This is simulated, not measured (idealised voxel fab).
process module | voxel quadruple lines
cross-section cut | 270 nm wide | cells 5 nm
A cross-section is a grid of square cells, given in bands from the top down. A band is one or more rows of cells.
Each band's line starts with the height of the band's top and of its bottom, in nm. Then come its materials from left to right, each with its width in nm. One material with "throughout" fills the band from edge to edge. "air" is empty space.
Height 0 is the level under which the wafer as received is all one material. The lowest band goes on downwards, as in "0 down".
A width such as "30 to 40" changes by the same amount from each row of cells to the next, from the band's top row to its bottom row.
"no change" after a step means that no cell of the cross-section changed.
closed voids: empty space of 8 cells or more with no open way to the top, each as width x height at its distance from the left edge, in nm
after a step's settings: what the simulator itself notes on the step
overlay nm, on a step with a mask: how far to the right of its planned place the mask lay; to the left if negative
plan
1 op RECEIVE | material Si
2 op CONFORMAL_DEP | material SiO2 | thk nm 5
3 op DIRECTIONAL_DEP | material W | thk nm 15
4 op DIRECTIONAL_DEP | material polySi | thk nm 15
5 op DIRECTIONAL_DEP | material aC | thk nm 25
6 op PATTERN | tone cover | mask id MANDREL | material resist | width nm 30 | pitch nm 80 | thk nm 35 | overlay nm 0
7 op DIRECTIONAL_ETCH | etch materials aC | depth nm 25
8 op STRIP | etch materials resist
9 op CONFORMAL_DEP | material SiO2 | thk nm 10
10 op DIRECTIONAL_ETCH | etch materials SiO2 | depth nm 10
11 op STRIP | etch materials aC
12 op DIRECTIONAL_ETCH | etch materials polySi | depth nm 15
13 op STRIP | etch materials SiO2
14 op CONFORMAL_DEP | material SiCN | thk nm 10
15 op DIRECTIONAL_ETCH | etch materials SiCN | depth nm 10
16 op STRIP | etch materials polySi
17 op DIRECTIONAL_ETCH | etch materials W | depth nm 15
18 op STRIP | etch materials SiCN
first wafer, as planned
as received, after step 1
  0 down: Si throughout
  closed voids: none
after step 2
  5 to 0: SiO2 throughout
  below 0: unchanged
after step 3
  20 to 5: W throughout
  below 5: unchanged
after step 4
  35 to 20: polySi throughout
  below 20: unchanged
after step 5
  60 to 35: aC throughout
  below 35: unchanged
after step 6
  95 to 60: air 80 | resist 30 | air 50 | resist 30 | air 80
  below 60: unchanged
after step 7
  70 to 60: air 80 | resist 30 | air 50 | resist 30 | air 80
  60 to 35: air 80 | aC 30 | air 50 | aC 30 | air 80
  below 35: unchanged
after step 8
  60 to 35: air 80 | aC 30 | air 50 | aC 30 | air 80
  below 35: unchanged
after step 9
  70 to 60: air 70 | SiO2 50 | air 30 | SiO2 50 | air 70
  60 to 45: air 70 | SiO2 10 | aC 30 | SiO2 10 | air 30 | SiO2 10 | aC 30 | SiO2 10 | air 70
  45 to 35: SiO2 80 | aC 30 | SiO2 50 | aC 30 | SiO2 80
  below 35: unchanged
after step 10
  60 to 35: air 70 | SiO2 10 | aC 30 | SiO2 10 | air 30 | SiO2 10 | aC 30 | SiO2 10 | air 70
  below 35: unchanged
after step 11
  60 to 35: air 70 | SiO2 10 | air 30 | SiO2 10 | air 30 | SiO2 10 | air 30 | SiO2 10 | air 70
  below 35: unchanged
after step 12
  60 to 35: air 70 | SiO2 10 | air 30 | SiO2 10 | air 30 | SiO2 10 | air 30 | SiO2 10 | air 70
  35 to 20: air 70 | polySi 10 | air 30 | polySi 10 | air 30 | polySi 10 | air 30 | polySi 10 | air 70
  below 20: unchanged
after step 13
  35 to 20: air 70 | polySi 10 | air 30 | polySi 10 | air 30 | polySi 10 | air 30 | polySi 10 | air 70
  below 20: unchanged
after step 14
  45 to 35: air 60 | SiCN 30 | air 10 | SiCN 30 | air 10 | SiCN 30 | air 10 | SiCN 30 | air 60
  35 to 30: air 60 | SiCN 10 | polySi 10 | SiCN 10 | air 10 | SiCN 10 | polySi 10 | SiCN 10 | air 10 | SiCN 10 | polySi 10 | SiCN 10 | air 10 | SiCN 10 | polySi 10 | SiCN 10 | air 60
  30 to 20: SiCN 70 | polySi 10 | SiCN 30 | polySi 10 | SiCN 30 | polySi 10 | SiCN 30 | polySi 10 | SiCN 70
  below 20: unchanged
after step 15
  35 to 20: air 60 | SiCN 10 | polySi 10 | SiCN 10 | air 10 | SiCN 10 | polySi 10 | SiCN 10 | air 10 | SiCN 10 | polySi 10 | SiCN 10 | air 10 | SiCN 10 | polySi 10 | SiCN 10 | air 60
  below 20: unchanged
after step 16
  35 to 20: air 60 | SiCN 10 | air 10 | SiCN 10 | air 10 | SiCN 10 | air 10 | SiCN 10 | air 10 | SiCN 10 | air 10 | SiCN 10 | air 10 | SiCN 10 | air 10 | SiCN 10 | air 60
  below 20: unchanged
after step 17
  35 to 20: air 60 | SiCN 10 | air 10 | SiCN 10 | air 10 | SiCN 10 | air 10 | SiCN 10 | air 10 | SiCN 10 | air 10 | SiCN 10 | air 10 | SiCN 10 | air 10 | SiCN 10 | air 60
  20 to 5: air 60 | W 10 | air 10 | W 10 | air 10 | W 10 | air 10 | W 10 | air 10 | W 10 | air 10 | W 10 | air 10 | W 10 | air 10 | W 10 | air 60
  below 5: unchanged
after step 18
  20 to 5: air 60 | W 10 | air 10 | W 10 | air 10 | W 10 | air 10 | W 10 | air 10 | W 10 | air 10 | W 10 | air 10 | W 10 | air 10 | W 10 | air 60
  below 5: unchanged
second wafer: like start, like plan, one mistake. Through step 1 it matches the first wafer
when step 2 should have ended: no change
when step 3 should have ended
  15 to 0: W throughout
  below 0: unchanged
when step 4 should have ended
  30 to 15: polySi throughout
  below 15: unchanged
when step 5 should have ended
  55 to 30: aC throughout
  below 30: unchanged
when step 6 should have ended
  90 to 55: air 80 | resist 30 | air 50 | resist 30 | air 80
  below 55: unchanged
when step 7 should have ended
  65 to 55: air 80 | resist 30 | air 50 | resist 30 | air 80
  55 to 30: air 80 | aC 30 | air 50 | aC 30 | air 80
  below 30: unchanged
when step 8 should have ended
  55 to 30: air 80 | aC 30 | air 50 | aC 30 | air 80
  below 30: unchanged
when step 9 should have ended
  65 to 55: air 70 | SiO2 50 | air 30 | SiO2 50 | air 70
  55 to 40: air 70 | SiO2 10 | aC 30 | SiO2 10 | air 30 | SiO2 10 | aC 30 | SiO2 10 | air 70
  40 to 30: SiO2 80 | aC 30 | SiO2 50 | aC 30 | SiO2 80
  below 30: unchanged
when step 10 should have ended
  55 to 30: air 70 | SiO2 10 | aC 30 | SiO2 10 | air 30 | SiO2 10 | aC 30 | SiO2 10 | air 70
  below 30: unchanged
when step 11 should have ended
  55 to 30: air 70 | SiO2 10 | air 30 | SiO2 10 | air 30 | SiO2 10 | air 30 | SiO2 10 | air 70
  below 30: unchanged
when step 12 should have ended
  55 to 30: air 70 | SiO2 10 | air 30 | SiO2 10 | air 30 | SiO2 10 | air 30 | SiO2 10 | air 70
  30 to 15: air 70 | polySi 10 | air 30 | polySi 10 | air 30 | polySi 10 | air 30 | polySi 10 | air 70
  below 15: unchanged
when step 13 should have ended
  30 to 15: air 70 | polySi 10 | air 30 | polySi 10 | air 30 | polySi 10 | air 30 | polySi 10 | air 70
  below 15: unchanged
when step 14 should have ended
  40 to 30: air 60 | SiCN 30 | air 10 | SiCN 30 | air 10 | SiCN 30 | air 10 | SiCN 30 | air 60
  30 to 25: air 60 | SiCN 10 | polySi 10 | SiCN 10 | air 10 | SiCN 10 | polySi 10 | SiCN 10 | air 10 | SiCN 10 | polySi 10 | SiCN 10 | air 10 | SiCN 10 | polySi 10 | SiCN 10 | air 60
  25 to 15: SiCN 70 | polySi 10 | SiCN 30 | polySi 10 | SiCN 30 | polySi 10 | SiCN 30 | polySi 10 | SiCN 70
  below 15: unchanged
when step 15 should have ended
  30 to 15: air 60 | SiCN 10 | polySi 10 | SiCN 10 | air 10 | SiCN 10 | polySi 10 | SiCN 10 | air 10 | SiCN 10 | polySi 10 | SiCN 10 | air 10 | SiCN 10 | polySi 10 | SiCN 10 | air 60
  below 15: unchanged
when step 16 should have ended
  30 to 15: air 60 | SiCN 10 | air 10 | SiCN 10 | air 10 | SiCN 10 | air 10 | SiCN 10 | air 10 | SiCN 10 | air 10 | SiCN 10 | air 10 | SiCN 10 | air 10 | SiCN 10 | air 60
  below 15: unchanged
when step 17 should have ended
  30 to 15: air 60 | SiCN 10 | air 10 | SiCN 10 | air 10 | SiCN 10 | air 10 | SiCN 10 | air 10 | SiCN 10 | air 10 | SiCN 10 | air 10 | SiCN 10 | air 10 | SiCN 10 | air 60
  15 to 0: air 60 | W 10 | air 10 | W 10 | air 10 | W 10 | air 10 | W 10 | air 10 | W 10 | air 10 | W 10 | air 10 | W 10 | air 10 | W 10 | air 60
  below 0: unchanged
when step 18 should have ended
  15 to 0: air 60 | W 10 | air 10 | W 10 | air 10 | W 10 | air 10 | W 10 | air 10 | W 10 | air 10 | W 10 | air 10 | W 10 | air 10 | W 10 | air 60
  below 0: unchanged
what went wrong: step 2 was left out
at the end the second wafer has, in cells: 54 fewer of SiO2
